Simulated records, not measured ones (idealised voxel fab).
Module name: voxel gate over fins (process module)
Section shown: cut. Width: 250 nm. Cell size: 5 nm, square.
Throughout this document, each cross-section is represented as a grid of square cells and is presented as a sequence of bands enumerated from the top downward, where a band comprises one or more rows of cells.
Heights first: top, then bottom, in nm. Then materials, left to right, each with a width in nm. "full width" on a single material: fills the band edge to edge. "empty": empty space.
Measure heights from 0. That's the level where, below it, the as-received wafer is all one material. The lowest band is bottomless and extends downward; write it as in "0 -> down".
Width "30->40": first value at the band's top row of cells, second value at its bottom row, equal change from row to row.
Any step labelled "everything unchanged" changed none of the cells in the cross-section.
Listed in "Closed void listing": every empty space of 8 or more cells without an open way to the top. Form: width x height at distance, the distance being from the left edge, all in nm.
Where a step's line continues beyond its settings, the continuation is a remark by the simulator itself on that step.
You can add "overlay nm" to a step's line. For a step with a mask, it describes how far the mask lay to the right of its planned position, and a negative number describes a lay to the left.
In what follows, pairs of cross-sections are presented, each taken before and after one process step, with the after cross-section shown only down to the lowest band that was altered; the step, together with its settings, is stated below the pair. The pairs may stem from different runs of this module on the same starting wafer; accordingly, a pair should be taken as continuing from the one above it solely where its entry headed "Pre-step condition" indicates as much.
-- Pre-step condition
  0 -> down | Si full width
  Closed void listing: none
-- Cross-Section Thereafter
  5 -> 0 | SiN full width
  For the remainder of the cross-section, below 0, there is no change.
  Closed void listing: none
Step applied between the pre-step and post-step cross-sections shown above: CONFORMAL_DEP: material SiN, thk nm 5
Pre-step condition: same picture as after in the pair right above, so we don't repeat it.
-- Cross-Section Thereafter
  20 -> 5 | empty=80 | resist=15 | empty=20 | resist=15 | empty=20 | resist=15 | empty=85
  For the remainder of the cross-section, below 5, there is no change.
  Closed void listing: none
Step applied between the pre-step and post-step cross-sections shown above: PATTERN: tone cover, mask id FINS, material resist, width nm 15, pitch nm 35, thk nm 15, overlay nm 0
Pre-step condition: same picture as after in the pair right above, so we don't repeat it.
-- Cross-Section Thereafter
  20 -> 5 | empty=80 | resist=15 | empty=20 | resist=15 | empty=20 | resist=15 | empty=85
  5 -> 0 | empty=80 | SiN=15 | empty=20 | SiN=15 | empty=20 | SiN=15 | empty=85
  For the remainder of the cross-section, below 0, there is no change.
  Closed void listing: none
Step applied between the pre-step and post-step cross-sections shown above: DIRECTIONAL_ETCH: etch materials SiN, depth nm 5
Pre-step condition: same picture as after in the pair right above, so we don't repeat it.
-- Cross-Section Thereafter
  20 -> 5 | empty=80 | resist=15 | empty=20 | resist=15 | empty=20 | resist=15 | empty=85
  5 -> 0 | empty=80 | SiN=15 | empty=20 | SiN=15 | empty=20 | SiN=15 | empty=85
  0 -> -40 | empty=80 | Si=15 | empty=20 | Si=15 | empty=20 | Si=15 | empty=85
  For the remainder of the cross-section, below -40, there is no change.
  Closed void listing: none
Step applied between the pre-step and post-step cross-sections shown above: DIRECTIONAL_ETCH: etch materials Si, depth nm 40
Pre-step condition: same picture as after in the pair right above, so we don't repeat it.
-- Cross-Section Thereafter
  5 -> 0 | empty=80 | SiN=15 | empty=20 | SiN=15 | empty=20 | SiN=15 | empty=85
  For the remainder of the cross-section, below 0, there is no change.
  Closed void listing: none
Step applied between the pre-step and post-step cross-sections shown above: STRIP: etch materials resist
Pre-step condition: same picture as after in the pair right above, so we don't repeat it.
-- Cross-Section Thereafter
  20 -> 5 | SiO2 full width
  5 -> 0 | SiO2=80 | SiN=15 | SiO2=20 | SiN=15 | SiO2=20 | SiN=15 | SiO2=85
  0 -> -40 | SiO2=80 | Si=15 | SiO2=20 | Si=15 | SiO2=20 | Si=15 | SiO2=85
  For the remainder of the cross-section, below -40, there is no change.
  Closed void listing: none
Step applied between the pre-step and post-step cross-sections shown above: FILL_DEP: material SiO2, thk nm 15
Pre-step condition: same picture as after in the pair right above, so we don't repeat it.
-- Cross-Section Thereafter
  5 -> 0 | SiO2=80 | SiN=15 | SiO2=20 | SiN=15 | SiO2=20 | SiN=15 | SiO2=85
  For the remainder of the cross-section, below 0, there is no change.
  Closed void listing: none
Step applied between the pre-step and post-step cross-sections shown above: CMP: height nm 5
Pre-step condition: same picture as after in the pair right above, so we don't repeat it.
-- Cross-Section Thereafter
  5 -> 0 | empty=80 | SiN=15 | empty=20 | SiN=15 | empty=20 | SiN=15 | empty=85
  0 -> -10 | empty=80 | Si=15 | empty=20 | Si=15 | empty=20 | Si=15 | empty=85
  For the remainder of the cross-section, below -10, there is no change.
  Closed void listing: none
Step applied between the pre-step and post-step cross-sections shown above: SELECTIVE_ETCH: etch materials SiO2, depth nm 15
Pre-step condition: same picture as after in the pair right above, so we don't repeat it.
-- Cross-Section Thereafter
  0 -> -10 | empty=80 | Si=15 | empty=20 | Si=15 | empty=20 | Si=15 | empty=85
  For the remainder of the cross-section, below -10, there is no change.
  Closed void listing: none
Step applied between the pre-step and post-step cross-sections shown above: STRIP: etch materials SiN
Pre-step condition: same picture as after in the pair right above, so we don't repeat it.
-- Cross-Section Thereafter
  5 -> 0 | empty=75 | HfO2=25 | empty=10 | HfO2=25 | empty=10 | HfO2=25 | empty=80
  0 -> -5 | empty=75 | HfO2=5 | Si=15 | HfO2=5 | empty=10 | HfO2=5 | Si=15 | HfO2=5 | empty=10 | HfO2=5 | Si=15 | HfO2=5 | empty=80
  -5 -> -10 | HfO2=80 | Si=15 | HfO2=20 | Si=15 | HfO2=20 | Si=15 | HfO2=85
  For the remainder of the cross-section, below -10, there is no change.
  Closed void listing: none
Step applied between the pre-step and post-step cross-sections shown above: CONFORMAL_DEP: material HfO2, thk nm 5
Pre-step condition: same picture as after in the pair right above, so we don't repeat it.
-- Cross-Section Thereafter
  10 -> 5 | empty=70 | TiN=105 | empty=75
  5 -> 0 | empty=70 | TiN=5 | HfO2=25 | TiN=10 | HfO2=25 | TiN=10 | HfO2=25 | TiN=5 | empty=75
  0 -> -5 | TiN=75 | HfO2=5 | Si=15 | HfO2=5 | TiN=10 | HfO2=5 | Si=15 | HfO2=5 | TiN=10 | HfO2=5 | Si=15 | HfO2=5 | TiN=80
  For the remainder of the cross-section, below -5, there is no change.
  Closed void listing: none
Step applied between the pre-step and post-step cross-sections shown above: CONFORMAL_DEP: material TiN, thk nm 5
Pre-step condition: same picture as after in the pair right above, so we don't repeat it.
-- Cross-Section Thereafter
  20 -> 10 | W full width
  10 -> 5 | W=70 | TiN=105 | W=75
  5 -> 0 | W=70 | TiN=5 | HfO2=25 | TiN=10 | HfO2=25 | TiN=10 | HfO2=25 | TiN=5 | W=75
  For the remainder of the cross-section, below 0, there is no change.
  Closed void listing: none
Step applied between the pre-step and post-step cross-sections shown above: FILL_DEP: material W, thk nm 10
Pre-step condition: same picture as after in the pair right above, so we don't repeat it.
-- Cross-Section Thereafter
  15 -> 10 | W full width
  For the remainder of the cross-section, below 10, there is no change.
  Closed void listing: none
Step applied between the pre-step and post-step cross-sections shown above: CMP: height nm 15
Pre-step condition: same picture as after in the pair right above, so we don't repeat it.
-- Cross-Section Thereafter
  20 -> 15 | SiCN full width
  For the remainder of the cross-section, below 15, there is no change.
  Closed void listing: none
Step applied between the pre-step and post-step cross-sections shown above: CONFORMAL_DEP: material SiCN, thk nm 5
-- Pre-step condition
  0 -> -10 | empty=80 | Si=15 | empty=20 | Si=15 | empty=20 | Si=15 | empty=85
  -10 -> -40 | SiO2=80 | Si=15 | SiO2=20 | Si=15 | SiO2=20 | Si=15 | SiO2=85
  -40 -> down | Si full width
  Closed void listing: none
-- Cross-Section Thereafter
  5 -> 0 | empty=75 | TiN=25 | empty=10 | TiN=25 | empty=10 | TiN=25 | empty=80
  0 -> -5 | empty=75 | TiN=5 | Si=15 | TiN=5 | empty=10 | TiN=5 | Si=15 | TiN=5 | empty=10 | TiN=5 | Si=15 | TiN=5 | empty=80
  -5 -> -10 | TiN=80 | Si=15 | TiN=20 | Si=15 | TiN=20 | Si=15 | TiN=85
  For the remainder of the cross-section, below -10, there is no change.
  Closed void listing: none
Step applied between the pre-step and post-step cross-sections shown above: CONFORMAL_DEP: material TiN, thk nm 5
Pre-step condition: same picture as after in the pair right above, so we don't repeat it.
-- Cross-Section Thereafter
  15 -> 5 | W full width
  5 -> 0 | W=75 | TiN=25 | W=10 | TiN=25 | W=10 | TiN=25 | W=80
  0 -> -5 | W=75 | TiN=5 | Si=15 | TiN=5 | W=10 | TiN=5 | Si=15 | TiN=5 | W=10 | TiN=5 | Si=15 | TiN=5 | W=80
  For the remainder of the cross-section, below -5, there is no change.
  Closed void listing: none
Step applied between the pre-step and post-step cross-sections shown above: FILL_DEP: material W, thk nm 10
Pre-step condition: same picture as after in the pair right above, so we don't repeat it.
-- Cross-Section Thereafter
  20 -> 15 | SiCN full width
  For the remainder of the cross-section, below 15, there is no change.
  Closed void listing: none
Step applied between the pre-step and post-step cross-sections shown above: CONFORMAL_DEP: material SiCN, thk nm 5
-- Pre-step condition
  5 -> 0 | empty=80 | SiN=15 | empty=20 | SiN=15 | empty=20 | SiN=15 | empty=85
  0 -> -10 | empty=80 | Si=15 | empty=20 | Si=15 | empty=20 | Si=15 | empty=85
  -10 -> -40 | SiO2=80 | Si=15 | SiO2=20 | Si=15 | SiO2=20 | Si=15 | SiO2=85
  -40 -> down | Si full width
  Closed void listing: none
-- Cross-Section Thereafter
  5 -> 0 | empty=80 | SiN=15 | empty=20 | SiN=15 | empty=20 | SiN=15 | empty=85
  0 -> -25 | empty=80 | Si=15 | empty=20 | Si=15 | empty=20 | Si=15 | empty=85
  For the remainder of the cross-section, below -25, there is no change.
  Closed void listing: none
Step applied between the pre-step and post-step cross-sections shown above: SELECTIVE_ETCH: etch materials SiO2, depth nm 15
Pre-step condition: same picture as after in the pair right above, so we don't repeat it.
-- Cross-Section Thereafter
  0 -> -25 | empty=80 | Si=15 | empty=20 | Si=15 | empty=20 | Si=15 | empty=85
  For the remainder of the cross-section, below -25, there is no change.
  Closed void listing: none
Step applied between the pre-step and post-step cross-sections shown above: STRIP: etch materials SiN
Pre-step condition: same picture as after in the pair right above, so we don't repeat it.
-- Cross-Section Thereafter
  5 -> 0 | empty=75 | HfO2=25 | empty=10 | HfO2=25 | empty=10 | HfO2=25 | empty=80
  0 -> -20 | empty=75 | HfO2=5 | Si=15 | HfO2=5 | empty=10 | HfO2=5 | Si=15 | HfO2=5 | empty=10 | HfO2=5 | Si=15 | HfO2=5 | empty=80
  -20 -> -25 | HfO2=80 | Si=15 | HfO2=20 | Si=15 | HfO2=20 | Si=15 | HfO2=85
  For the remainder of the cross-section, below -25, there is no change.
  Closed void listing: none
Step applied between the pre-step and post-step cross-sections shown above: CONFORMAL_DEP: material HfO2, thk nm 5
Pre-step condition: same picture as after in the pair right above, so we don't repeat it.
-- Cross-Section Thereafter
  10 -> 5 | empty=70 | TiN=105 | empty=75
  5 -> 0 | empty=70 | TiN=5 | HfO2=25 | TiN=10 | HfO2=25 | TiN=10 | HfO2=25 | TiN=5 | empty=75
  0 -> -15 | empty=70 | TiN=5 | HfO2=5 | Si=15 | HfO2=5 | TiN=10 | HfO2=5 | Si=15 | HfO2=5 | TiN=10 | HfO2=5 | Si=15 | HfO2=5 | TiN=5 | empty=75
  -15 -> -20 | TiN=75 | HfO2=5 | Si=15 | HfO2=5 | TiN=10 | HfO2=5 | Si=15 | HfO2=5 | TiN=10 | HfO2=5 | Si=15 | HfO2=5 | TiN=80
  For the remainder of the cross-section, below -20, there is no change.
  Closed void listing: none
Step applied between the pre-step and post-step cross-sections shown above: CONFORMAL_DEP: material TiN, thk nm 5
Pre-step condition: same picture as after in the pair right above, so we don't repeat it.
-- Cross-Section Thereafter
  20 -> 10 | W full width
  10 -> 5 | W=70 | TiN=105 | W=75
  5 -> 0 | W=70 | TiN=5 | HfO2=25 | TiN=10 | HfO2=25 | TiN=10 | HfO2=25 | TiN=5 | W=75
  0 -> -15 | W=70 | TiN=5 | HfO2=5 | Si=15 | HfO2=5 | TiN=10 | HfO2=5 | Si=15 | HfO2=5 | TiN=10 | HfO2=5 | Si=15 | HfO2=5 | TiN=5 | W=75
  For the remainder of the cross-section, below -15, there is no change.
  Closed void listing: none
Step applied between the pre-step and post-step cross-sections shown above: FILL_DEP: material W, thk nm 10
Pre-step condition: same picture as after in the pair right above, so we don't repeat it.
-- Cross-Section Thereafter
  15 -> 10 | W full width
  For the remainder of the cross-section, below 10, there is no change.
  Closed void listing: none
Step applied between the pre-step and post-step cross-sections shown above: CMP: height nm 15
Pre-step condition: same picture as after in the pair right above, so we don't repeat it.
-- Cross-Section Thereafter
  20 -> 15 | SiCN full width
  For the remainder of the cross-section, below 15, there is no change.
  Closed void listing: none
Step applied between the pre-step and post-step cross-sections shown above: CONFORMAL_DEP: material SiCN, thk nm 5
-- Pre-step condition
  5 -> 0 | SiO2=80 | SiN=15 | SiO2=20 | SiN=15 | SiO2=20 | SiN=15 | SiO2=85
  0 -> -40 | SiO2=80 | Si=15 | SiO2=20 | Si=15 | SiO2=20 | Si=15 | SiO2=85
  -40 -> down | Si full width
  Closed void listing: none
-- Cross-Section Thereafter
  5 -> 0 | SiO2=80 | empty=15 | SiO2=20 | empty=15 | SiO2=20 | empty=15 | SiO2=85
  For the remainder of the cross-section, below 0, there is no change.
  Closed void listing: none
Step applied between the pre-step and post-step cross-sections shown above: STRIP: etch materials SiN
Pre-step condition: same picture as after in the pair right above, so we don't repeat it.
-- Cross-Section Thereafter
  0 -> -10 | empty=80 | Si=15 | empty=20 | Si=15 | empty=20 | Si=15 | empty=85
  -10 -> -15 | SiO2=65 | empty=15 | Si=15 | empty=20 | Si=15 | empty=20 | Si=15 | empty=15 | SiO2=70
  For the remainder of the cross-section, below -15, there is no change.
  Closed void listing: none
Step applied between the pre-step and post-step cross-sections shown above: SELECTIVE_ETCH: etch materials SiO2, depth nm 15
Pre-step condition: same picture as after in the pair right above, so we don't repeat it.
-- Cross-Section Thereafter
  5 -> 0 | empty=75 | HfO2=25 | empty=10 | HfO2=25 | empty=10 | HfO2=25 | empty=80
  0 -> -5 | empty=75 | HfO2=5 | Si=15 | HfO2=5 | empty=10 | HfO2=5 | Si=15 | HfO2=5 | empty=10 | HfO2=5 | Si=15 | HfO2=5 | empty=80
  -5 -> -10 | HfO2=70 | empty=5 | HfO2=5 | Si=15 | HfO2=5 | empty=10 | HfO2=5 | Si=15 | HfO2=5 | empty=10 | HfO2=5 | Si=15 | HfO2=5 | empty=5 | HfO2=75
  -10 -> -15 | SiO2=65 | HfO2=15 | Si=15 | HfO2=20 | Si=15 | HfO2=20 | Si=15 | HfO2=15 | SiO2=70
  For the remainder of the cross-section, below -15, there is no change.
  Closed void listing: none
Step applied between the pre-step and post-step cross-sections shown above: CONFORMAL_DEP: material HfO2, thk nm 5
Pre-step condition: same picture as after in the pair right above, so we don't repeat it.
-- Cross-Section Thereafter
  10 -> 5 | empty=70 | TiN=105 | empty=75
  5 -> 0 | empty=70 | TiN=5 | HfO2=25 | TiN=10 | HfO2=25 | TiN=10 | HfO2=25 | TiN=5 | empty=75
  0 -> -5 | TiN=75 | HfO2=5 | Si=15 | HfO2=5 | TiN=10 | HfO2=5 | Si=15 | HfO2=5 | TiN=10 | HfO2=5 | Si=15 | HfO2=5 | TiN=80
  -5 -> -10 | HfO2=70 | TiN=5 | HfO2=5 | Si=15 | HfO2=5 | TiN=10 | HfO2=5 | Si=15 | HfO2=5 | TiN=10 | HfO2=5 | Si=15 | HfO2=5 | TiN=5 | HfO2=75
  For the remainder of the cross-section, below -10, there is no change.
  Closed void listing: none
Step applied between the pre-step and post-step cross-sections shown above: CONFORMAL_DEP: material TiN, thk nm 5
Pre-step condition: same picture as after in the pair right above, so we don't repeat it.
-- Cross-Section Thereafter
  20 -> 10 | W full width
  10 -> 5 | W=70 | TiN=105 | W=75
  5 -> 0 | W=70 | TiN=5 | HfO2=25 | TiN=10 | HfO2=25 | TiN=10 | HfO2=25 | TiN=5 | W=75
  For the remainder of the cross-section, below 0, there is no change.
  Closed void listing: none
Step applied between the pre-step and post-step cross-sections shown above: FILL_DEP: material W, thk nm 10
Pre-step condition: same picture as after in the pair right above, so we don't repeat it.
-- Cross-Section Thereafter
  15 -> 10 | W full width
  For the remainder of the cross-section, below 10, there is no change.
  Closed void listing: none
Step applied between the pre-step and post-step cross-sections shown above: CMP: height nm 15
Pre-step condition: same picture as after in the pair right above, so we don't repeat it.
-- Cross-Section Thereafter
  20 -> 15 | SiCN full width
  For the remainder of the cross-section, below 15, there is no change.
  Closed void listing: none
Step applied between the pre-step and post-step cross-sections shown above: CONFORMAL_DEP: material SiCN, thk nm 5
-- Pre-step condition
  20 -> 10 | W full width
  10 -> 5 | W=70 | TiN=105 | W=75
  5 -> 0 | W=70 | TiN=5 | HfO2=25 | TiN=10 | HfO2=25 | TiN=10 | HfO2=25 | TiN=5 | W=75
  0 -> -5 | TiN=75 | HfO2=5 | Si=15 | HfO2=5 | TiN=10 | HfO2=5 | Si=15 | HfO2=5 | TiN=10 | HfO2=5 | Si=15 | HfO2=5 | TiN=80
  -5 -> -10 | HfO2=80 | Si=15 | HfO2=20 | Si=15 | HfO2=20 | Si=15 | HfO2=85
  -10 -> -40 | SiO2=80 | Si=15 | SiO2=20 | Si=15 | SiO2=20 | Si=15 | SiO2=85
  -40 -> down | Si full width
  Closed void listing: none
-- Cross-Section Thereafter
  10 -> 5 | W=70 | TiN=105 | W=75
  For the remainder of the cross-section, below 5, there is no change.
  Closed void listing: none
Step applied between the pre-step and post-step cross-sections shown above: CMP: height nm 10
Pre-step condition: same picture as after in the pair right above, so we don't repeat it.
-- Cross-Section Thereafter
  15 -> 10 | SiCN full width
  For the remainder of the cross-section, below 10, there is no change.
  Closed void listing: none
Step applied between the pre-step and post-step cross-sections shown above: CONFORMAL_DEP: material SiCN, thk nm 5
-- Pre-step condition
  5 -> 0 | SiN full width
  0 -> down | Si full width
  Closed void listing: none
-- Cross-Section Thereafter
  20 -> 5 | empty=80 | resist=20 | empty=15 | resist=20 | empty=15 | resist=20 | empty=80
  For the remainder of the cross-section, below 5, there is no change.
  Closed void listing: none
Step applied between the pre-step and post-step cross-sections shown above: PATTERN: tone cover, mask id FINS, material resist, width nm 20, pitch nm 35, thk nm 15, overlay nm 0
Pre-step condition: same picture as after in the pair right above, so we don't repeat it.
-- Cross-Section Thereafter
  20 -> 5 | empty=80 | resist=20 | empty=15 | resist=20 | empty=15 | resist=20 | empty=80
  5 -> 0 | empty=80 | SiN=20 | empty=15 | SiN=20 | empty=15 | SiN=20 | empty=80
  For the remainder of the cross-section, below 0, there is no change.
  Closed void listing: none
Step applied between the pre-step and post-step cross-sections shown above: DIRECTIONAL_ETCH: etch materials SiN, depth nm 5
Pre-step condition: same picture as after in the pair right above, so we don't repeat it.
-- Cross-Section Thereafter
  20 -> 5 | empty=80 | resist=20 | empty=15 | resist=20 | empty=15 | resist=20 | empty=80
  5 -> 0 | empty=80 | SiN=20 | empty=15 | SiN=20 | empty=15 | SiN=20 | empty=80
  0 -> -40 | empty=80 | Si=20 | empty=15 | Si=20 | empty=15 | Si=20 | empty=80
  For the remainder of the cross-section, below -40, there is no change.
  Closed void listing: none
Step applied between the pre-step and post-step cross-sections shown above: DIRECTIONAL_ETCH: etch materials Si, depth nm 40
Pre-step condition: same picture as after in the pair right above, so we don't repeat it.
-- Cross-Section Thereafter
  5 -> 0 | empty=80 | SiN=20 | empty=15 | SiN=20 | empty=15 | SiN=20 | empty=80
  For the remainder of the cross-section, below 0, there is no change.
  Closed void listing: none
Step applied between the pre-step and post-step cross-sections shown above: STRIP: etch materials resist
Pre-step condition: same picture as after in the pair right above, so we don't repeat it.
-- Cross-Section Thereafter
  20 -> 5 | SiO2 full width
  5 -> 0 | SiO2=80 | SiN=20 | SiO2=15 | SiN=20 | SiO2=15 | SiN=20 | SiO2=80
  0 -> -40 | SiO2=80 | Si=20 | SiO2=15 | Si=20 | SiO2=15 | Si=20 | SiO2=80
  For the remainder of the cross-section, below -40, there is no change.
  Closed void listing: none
Step applied between the pre-step and post-step cross-sections shown above: FILL_DEP: material SiO2, thk nm 15
Pre-step condition: same picture as after in the pair right above, so we don't repeat it.
-- Cross-Section Thereafter
  5 -> 0 | SiO2=80 | SiN=20 | SiO2=15 | SiN=20 | SiO2=15 | SiN=20 | SiO2=80
  For the remainder of the cross-section, below 0, there is no change.
  Closed void listing: none
Step applied between the pre-step and post-step cross-sections shown above: CMP: height nm 5
Pre-step condition: same picture as after in the pair right above, so we don't repeat it.
-- Cross-Section Thereafter
  5 -> 0 | empty=80 | SiN=20 | empty=15 | SiN=20 | empty=15 | SiN=20 | empty=80
  0 -> -10 | empty=80 | Si=20 | empty=15 | Si=20 | empty=15 | Si=20 | empty=80
  For the remainder of the cross-section, below -10, there is no change.
  Closed void listing: none
Step applied between the pre-step and post-step cross-sections shown above: SELECTIVE_ETCH: etch materials SiO2, depth nm 15
Pre-step condition: same picture as after in the pair right above, so we don't repeat it.
-- Cross-Section Thereafter
  0 -> -10 | empty=80 | Si=20 | empty=15 | Si=20 | empty=15 | Si=20 | empty=80
  For the remainder of the cross-section, below -10, there is no change.
  Closed void listing: none
Step applied between the pre-step and post-step cross-sections shown above: STRIP: etch materials SiN
Pre-step condition: same picture as after in the pair right above, so we don't repeat it.
-- Cross-Section Thereafter
  5 -> 0 | empty=75 | HfO2=30 | empty=5 | HfO2=30 | empty=5 | HfO2=30 | empty=75
  0 -> -5 | empty=75 | HfO2=5 | Si=20 | HfO2=5 | empty=5 | HfO2=5 | Si=20 | HfO2=5 | empty=5 | HfO2=5 | Si=20 | HfO2=5 | empty=75
  -5 -> -10 | HfO2=80 | Si=20 | HfO2=15 | Si=20 | HfO2=15 | Si=20 | HfO2=80
  For the remainder of the cross-section, below -10, there is no change.
  Closed void listing: none
Step applied between the pre-step and post-step cross-sections shown above: CONFORMAL_DEP: material HfO2, thk nm 5
Pre-step condition: same picture as after in the pair right above, so we don't repeat it.
-- Cross-Section Thereafter
  10 -> 5 | empty=70 | TiN=110 | empty=70
  5 -> 0 | empty=70 | TiN=5 | HfO2=30 | TiN=5 | HfO2=30 | TiN=5 | HfO2=30 | TiN=5 | empty=70
  0 -> -5 | TiN=75 | HfO2=5 | Si=20 | HfO2=5 | TiN=5 | HfO2=5 | Si=20 | HfO2=5 | TiN=5 | HfO2=5 | Si=20 | HfO2=5 | TiN=75
  For the remainder of the cross-section, below -5, there is no change.
  Closed void listing: none
Step applied between the pre-step and post-step cross-sections shown above: CONFORMAL_DEP: material TiN, thk nm 5
Pre-step condition: same picture as after in the pair right above, so we don't repeat it.
-- Cross-Section Thereafter
  20 -> 10 | W full width
  10 -> 5 | W=70 | TiN=110 | W=70
  5 -> 0 | W=70 | TiN=5 | HfO2=30 | TiN=5 | HfO2=30 | TiN=5 | HfO2=30 | TiN=5 | W=70
  For the remainder of the cross-section, below 0, there is no change.
  Closed void listing: none
Step applied between the pre-step and post-step cross-sections shown above: FILL_DEP: material W, thk nm 10
Pre-step condition: same picture as after in the pair right above, so we don't repeat it.
-- Cross-Section Thereafter
  15 -> 10 | W full width
  For the remainder of the cross-section, below 10, there is no change.
  Closed void listing: none
Step applied between the pre-step and post-step cross-sections shown above: CMP: height nm 15
Pre-step condition: same picture as after in the pair right above, so we don't repeat it.
-- Cross-Section Thereafter
  20 -> 15 | SiCN full width
  For the remainder of the cross-section, below 15, there is no change.
  Closed void listing: none
Step applied between the pre-step and post-step cross-sections shown above: CONFORMAL_DEP: material SiCN, thk nm 5
-- Pre-step condition
  5 -> 0 | SiN full width
  0 -> down | Si full width
  Closed void listing: none
-- Cross-Section Thereafter
  20 -> 5 | empty=85 | resist=15 | empty=20 | resist=15 | empty=20 | resist=15 | empty=80
  For the remainder of the cross-section, below 5, there is no change.
  Closed void listing: none
Step applied between the pre-step and post-step cross-sections shown above: PATTERN: tone cover, mask id FINS, material resist, width nm 15, pitch nm 35, thk nm 15, overlay nm 5
Pre-step condition: same picture as after in the pair right above, so we don't repeat it.
-- Cross-Section Thereafter
  20 -> 5 | empty=85 | resist=15 | empty=20 | resist=15 | empty=20 | resist=15 | empty=80
  5 -> 0 | empty=85 | SiN=15 | empty=20 | SiN=15 | empty=20 | SiN=15 | empty=80
  For the remainder of the cross-section, below 0, there is no change.
  Closed void listing: none
Step applied between the pre-step and post-step cross-sections shown above: DIRECTIONAL_ETCH: etch materials SiN, depth nm 5
Pre-step condition: same picture as after in the pair right above, so we don't repeat it.
-- Cross-Section Thereafter
  20 -> 5 | empty=85 | resist=15 | empty=20 | resist=15 | empty=20 | resist=15 | empty=80
  5 -> 0 | empty=85 | SiN=15 | empty=20 | SiN=15 | empty=20 | SiN=15 | empty=80
  0 -> -40 | empty=85 | Si=15 | empty=20 | Si=15 | empty=20 | Si=15 | empty=80
  For the remainder of the cross-section, below -40, there is no change.
  Closed void listing: none
Step applied between the pre-step and post-step cross-sections shown above: DIRECTIONAL_ETCH: etch materials Si, depth nm 40
Pre-step condition: same picture as after in the pair right above, so we don't repeat it.
-- Cross-Section Thereafter
  5 -> 0 | empty=85 | SiN=15 | empty=20 | SiN=15 | empty=20 | SiN=15 | empty=80
  For the remainder of the cross-section, below 0, there is no change.
  Closed void listing: none
Step applied between the pre-step and post-step cross-sections shown above: STRIP: etch materials resist
Pre-step condition: same picture as after in the pair right above, so we don't repeat it.
-- Cross-Section Thereafter
  20 -> 5 | SiO2 full width
  5 -> 0 | SiO2=85 | SiN=15 | SiO2=20 | SiN=15 | SiO2=20 | SiN=15 | SiO2=80
  0 -> -40 | SiO2=85 | Si=15 | SiO2=20 | Si=15 | SiO2=20 | Si=15 | SiO2=80
  For the remainder of the cross-section, below -40, there is no change.
  Closed void listing: none
Step applied between the pre-step and post-step cross-sections shown above: FILL_DEP: material SiO2, thk nm 15
Pre-step condition: same picture as after in the pair right above, so we don't repeat it.
-- Cross-Section Thereafter
  5 -> 0 | SiO2=85 | SiN=15 | SiO2=20 | SiN=15 | SiO2=20 | SiN=15 | SiO2=80
  For the remainder of the cross-section, below 0, there is no change.
  Closed void listing: none
Step applied between the pre-step and post-step cross-sections shown above: CMP: height nm 5
Pre-step condition: same picture as after in the pair right above, so we don't repeat it.
-- Cross-Section Thereafter
  5 -> 0 | empty=85 | SiN=15 | empty=20 | SiN=15 | empty=20 | SiN=15 | empty=80
  0 -> -10 | empty=85 | Si=15 | empty=20 | Si=15 | empty=20 | Si=15 | empty=80
  For the remainder of the cross-section, below -10, there is no change.
  Closed void listing: none
Step applied between the pre-step and post-step cross-sections shown above: SELECTIVE_ETCH: etch materials SiO2, depth nm 15
Pre-step condition: same picture as after in the pair right above, so we don't repeat it.
-- Cross-Section Thereafter
  0 -> -10 | empty=85 | Si=15 | empty=20 | Si=15 | empty=20 | Si=15 | empty=80
  For the remainder of the cross-section, below -10, there is no change.
  Closed void listing: none
Step applied between the pre-step and post-step cross-sections shown above: STRIP: etch materials SiN
Pre-step condition: same picture as after in the pair right above, so we don't repeat it.
-- Cross-Section Thereafter
  5 -> 0 | empty=80 | HfO2=25 | empty=10 | HfO2=25 | empty=10 | HfO2=25 | empty=75
  0 -> -5 | empty=80 | HfO2=5 | Si=15 | HfO2=5 | empty=10 | HfO2=5 | Si=15 | HfO2=5 | empty=10 | HfO2=5 | Si=15 | HfO2=5 | empty=75
  -5 -> -10 | HfO2=85 | Si=15 | HfO2=20 | Si=15 | HfO2=20 | Si=15 | HfO2=80
  For the remainder of the cross-section, below -10, there is no change.
  Closed void listing: none
Step applied between the pre-step and post-step cross-sections shown above: CONFORMAL_DEP: material HfO2, thk nm 5
Pre-step condition: same picture as after in the pair right above, so we don't repeat it.
-- Cross-Section Thereafter
  10 -> 5 | empty=75 | TiN=105 | empty=70
  5 -> 0 | empty=75 | TiN=5 | HfO2=25 | TiN=10 | HfO2=25 | TiN=10 | HfO2=25 | TiN=5 | empty=70
  0 -> -5 | TiN=80 | HfO2=5 | Si=15 | HfO2=5 | TiN=10 | HfO2=5 | Si=15 | HfO2=5 | TiN=10 | HfO2=5 | Si=15 | HfO2=5 | TiN=75
  For the remainder of the cross-section, below -5, there is no change.
  Closed void listing: none
Step applied between the pre-step and post-step cross-sections shown above: CONFORMAL_DEP: material TiN, thk nm 5
Pre-step condition: same picture as after in the pair right above, so we don't repeat it.
-- Cross-Section Thereafter
  20 -> 10 | W full width
  10 -> 5 | W=75 | TiN=105 | W=70
  5 -> 0 | W=75 | TiN=5 | HfO2=25 | TiN=10 | HfO2=25 | TiN=10 | HfO2=25 | TiN=5 | W=70
  For the remainder of the cross-section, below 0, there is no change.
  Closed void listing: none
Step applied between the pre-step and post-step cross-sections shown above: FILL_DEP: material W, thk nm 10
Pre-step condition: same picture as after in the pair right above, so we don't repeat it.
-- Cross-Section Thereafter
  15 -> 10 | W full width
  For the remainder of the cross-section, below 10, there is no change.
  Closed void listing: none
Step applied between the pre-step and post-step cross-sections shown above: CMP: height nm 15
Pre-step condition: same picture as after in the pair right above, so we don't repeat it.
-- Cross-Section Thereafter
  20 -> 15 | SiCN full width
  For the remainder of the cross-section, below 15, there is no change.
  Closed void listing: none
Step applied between the pre-step and post-step cross-sections shown above: CONFORMAL_DEP: material SiCN, thk nm 5
-- Pre-step condition
  5 -> 0 | empty=75 | TiN=25 | empty=10 | TiN=25 | empty=10 | TiN=25 | empty=80
  0 -> -5 | empty=75 | TiN=5 | Si=15 | TiN=5 | empty=10 | TiN=5 | Si=15 | TiN=5 | empty=10 | TiN=5 | Si=15 | TiN=5 | empty=80
  -5 -> -10 | TiN=80 | Si=15 | TiN=20 | Si=15 | TiN=20 | Si=15 | TiN=85
  -10 -> -40 | SiO2=80 | Si=15 | SiO2=20 | Si=15 | SiO2=20 | Si=15 | SiO2=85
  -40 -> down | Si full width
  Closed void listing: none
-- Cross-Section Thereafter
  10 -> 0 | empty=70 | TiN=105 | empty=75
  0 -> -10 | TiN=80 | Si=15 | TiN=20 | Si=15 | TiN=20 | Si=15 | TiN=85
  For the remainder of the cross-section, below -10, there is no change.
  Closed void listing: none
Step applied between the pre-step and post-step cross-sections shown above: CONFORMAL_DEP: material TiN, thk nm 5
Pre-step condition: same picture as after in the pair right above, so we don't repeat it.
-- Cross-Section Thereafter
  20 -> 10 | W full width
  10 -> 0 | W=70 | TiN=105 | W=75
  For the remainder of the cross-section, below 0, there is no change.
  Closed void listing: none
Step applied between the pre-step and post-step cross-sections shown above: FILL_DEP: material W, thk nm 10
